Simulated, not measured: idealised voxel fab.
A process module follows: voxel ribs on slabs.
In the cross-section labelled cut, the width is 270 nm and each square cell is 5 nm.
Square cells in a grid make up a cross-section in this document, and the grid is given as bands, listed from the top down, each one or more rows of cells.
Heights first: top, then bottom, in nm. Then materials, left to right, each with a width in nm. "all across" on a single material: fills the band edge to edge. "empty": empty space.
The reference from which all heights are counted is 0, the level beneath which the as-received wafer is entirely one material; the lowest band, having no lower bound, proceeds downward and is written after the example "0 -> down".
Think of "30->40" as a width that walks from the first number to the second as you go down the band, top row to bottom row, taking equal-sized steps from row to row.
Where a step carries "all unchanged", the cross-section came out of it unchanged, cell for cell.
"Enclosed internal cavities": sealed empty spaces, 8 cells or more, no open way to top, listed width x height at distance, with distance from the left edge and width, height and distance in nm.
Past the settings on a step's line: simulator remark, on that step.
When a step includes a mask, the "overlay nm" setting on its line states how far to the right of its planned place that mask lay, and negative values state how far to the left.

-- The following list gives the planned process steps
1. op RECEIVE | material Si
2. op DIRECTIONAL_DEP | material SiO2 | thk nm 25
3. op DIRECTIONAL_DEP | material SiN | thk nm 20
4. op DIRECTIONAL_DEP | material aC | thk nm 15
5. op PATTERN | tone cover | mask id RIB | material resist | width nm 15 | thk nm 35 | overlay nm 0
6. op DIRECTIONAL_ETCH | etch materials aC | depth nm 15
7. op STRIP | etch materials resist
8. op DIRECTIONAL_ETCH | etch materials SiN | depth nm 5
9. op STRIP | etch materials aC
10. op MASKED_ETCH | tone cover | mask id SLAB | width nm 55 | etch materials SiN | depth nm 15 | overlay nm 0
11. op FILL_DEP | material SiO2 | thk nm 15
12. op CMP | height nm 55
13. op DIRECTIONAL_DEP | material W | thk nm 10
14. op PATTERN | tone cover | mask id HEATER | material resist | width nm 25 | thk nm 15 | overlay nm 0
15. op DIRECTIONAL_ETCH | etch materials W | depth nm 10
16. op STRIP | etch materials resist
17. op CONFORMAL_DEP | material SiN | thk nm 5

-- Step 1 complete: cross-section of the wafer as received
  0 -> down = Si all across
  Enclosed internal cavities: none

-- As-planned run: cross-section of the first of two wafers at end of module
  70 -> 65 = empty: 115, SiN: 35, empty: 120
  65 -> 60 = empty: 115, SiN: 5, W: 25, SiN: 5, empty: 120
  60 -> 55 = SiN: 120, W: 25, SiN: 125
  55 -> 45 = SiO2 all across
  45 -> 40 = SiO2: 125, SiN: 15, SiO2: 130
  40 -> 25 = SiO2: 105, SiN: 55, SiO2: 110
  25 -> 0 = SiO2 all across
  0 -> down = Si all across
  Enclosed internal cavities: none

-- Wafer two, sectioned after the module: the first wafer's start, the first wafer's plan, and one mistake in how it was run
  80 -> 70 = empty: 105, SiN: 55, empty: 110
  70 -> 65 = SiN all across
  65 -> 55 = SiN: 120, W: 25, SiN: 125
  55 -> 45 = SiO2 all across
  45 -> 40 = SiO2: 125, SiN: 15, SiO2: 130
  40 -> 25 = SiO2: 105, SiN: 55, SiO2: 110
  25 -> 0 = SiO2 all across
  0 -> down = Si all across
  Enclosed internal cavities: none
In executing the process, a mistake was made relative to the plan: the process deviated at step 17: the operation and settings actually run there were op CONFORMAL_DEP | material SiN | thk nm 15
Final tally in cells, some materials are higher or lower on the second wafer than on the first: +116 SiN
